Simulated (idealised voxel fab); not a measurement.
Process module heading - voxel fin reveal
The cross-section on display is named cut; it measures 160 nm wide, and its cells are 5 nm squares.
Cross-sections here: square-cell grids, written as top-down lists of bands, a band being one or more rows of cells. Top height, bottom height, nm. Materials left to right, width each, nm. Single material + "throughout" = fills band edge to edge. "empty" = empty. The reference from which all heights are counted is 0, the level beneath which the as-received wafer is entirely one material; the lowest band, having no lower bound, proceeds downward and is written after the example "from 0 down". A two-number width, for instance "30 to 40", indicates that the width is equal to the first number in the top row of the band and to the second number in the bottom row, and that it changes by a constant amount per row of cells. "remained unchanged", as given for a step, is the statement that not any cell of the cross-section underwent a change during that step. You'll see "Listed closed voids" listing empty spaces that have no way open to the top, as long as they're 8 cells or more; the notation is width x height at distance, where the distance is from the left edge, and all of it is in nm. On a step's line, text after the settings is the simulator commenting on that step. "overlay nm" answers the question of how far to the right of plan the mask lay on a step that has a mask, and when it is negative the answer is to the left.
**So here's the lineup of process steps we planned**
1 RECEIVE: material Si
2 CONFORMAL_DEP: material SiN, thk nm 5
3 DIRECTIONAL_DEP: material aC, thk nm 15
4 PATTERN: tone cover, mask id FINS, material resist, width nm 15, pitch nm 35, thk nm 35, overlay nm 0
5 DIRECTIONAL_ETCH: etch materials aC, depth nm 15
6 STRIP: etch materials resist
7 DIRECTIONAL_ETCH: etch materials SiN, depth nm 5
8 DIRECTIONAL_ETCH: etch materials Si, depth nm 30
9 STRIP: etch materials aC
10 OXIDIZE: depth nm 5
11 FILL_DEP: material SiO2, thk nm 10
12 CMP: height nm 5
13 SELECTIVE_ETCH: etch materials SiO2, depth nm 15
14 STRIP: etch materials SiN
15 CONFORMAL_DEP: material SiO2, thk nm 5
**Cross-section of the wafer at receipt, which is the condition after step 1**
* from 0 down  Si throughout
* Listed closed voids: none
**Cross-sectional view of the first of the two wafers upon completion of the module, processed in accordance with the plan**
* from 5 to 0  empty=20, then SiO2=15, then empty=20, then SiO2=15, then empty=20, then SiO2=15, then empty=20, then SiO2=15, then empty=20
* from 0 to -5  empty=20, then SiO2=5, then Si=5, then SiO2=5, then empty=20, then SiO2=5, then Si=5, then SiO2=5, then empty=20, then SiO2=5, then Si=5, then SiO2=5, then empty=20, then SiO2=5, then Si=5, then SiO2=5, then empty=20
* from -5 to -35  SiO2=25, then Si=5, then SiO2=30, then Si=5, then SiO2=30, then Si=5, then SiO2=30, then Si=5, then SiO2=25
* from -35 down  Si throughout
* Listed closed voids: none
**Now the second wafer, cross-sectioned at the end of the module. Nothing different at the start, nothing different in the plan compared with the first, just one mistake when it was actually run**
* from 5 to 0  empty=20, then SiO2=15, then empty=20, then SiO2=15, then empty=20, then SiO2=15, then empty=20, then SiO2=15, then empty=20
* from 0 to -5  empty=20, then SiO2=5, then Si=5, then SiO2=5, then empty=20, then SiO2=5, then Si=5, then SiO2=5, then empty=20, then SiO2=5, then Si=5, then SiO2=5, then empty=20, then SiO2=5, then Si=5, then SiO2=5, then empty=20
* from -5 to -10  SiO2=10, then empty=10, then SiO2=5, then Si=5, then SiO2=5, then empty=20, then SiO2=5, then Si=5, then SiO2=5, then empty=20, then SiO2=5, then Si=5, then SiO2=5, then empty=20, then SiO2=5, then Si=5, then SiO2=5, then empty=10, then SiO2=10
* from -10 to -35  SiO2=25, then Si=5, then SiO2=30, then Si=5, then SiO2=30, then Si=5, then SiO2=30, then Si=5, then SiO2=25
* from -35 down  Si throughout
* Listed closed voids: none
Nonconformance to the process plan: steps 13 and 14 of the plan were run in the wrong order, each in the other's place
End check, counted in cells, second wafer has more or fewer of these materials than the first: SiO2: 16 fewer
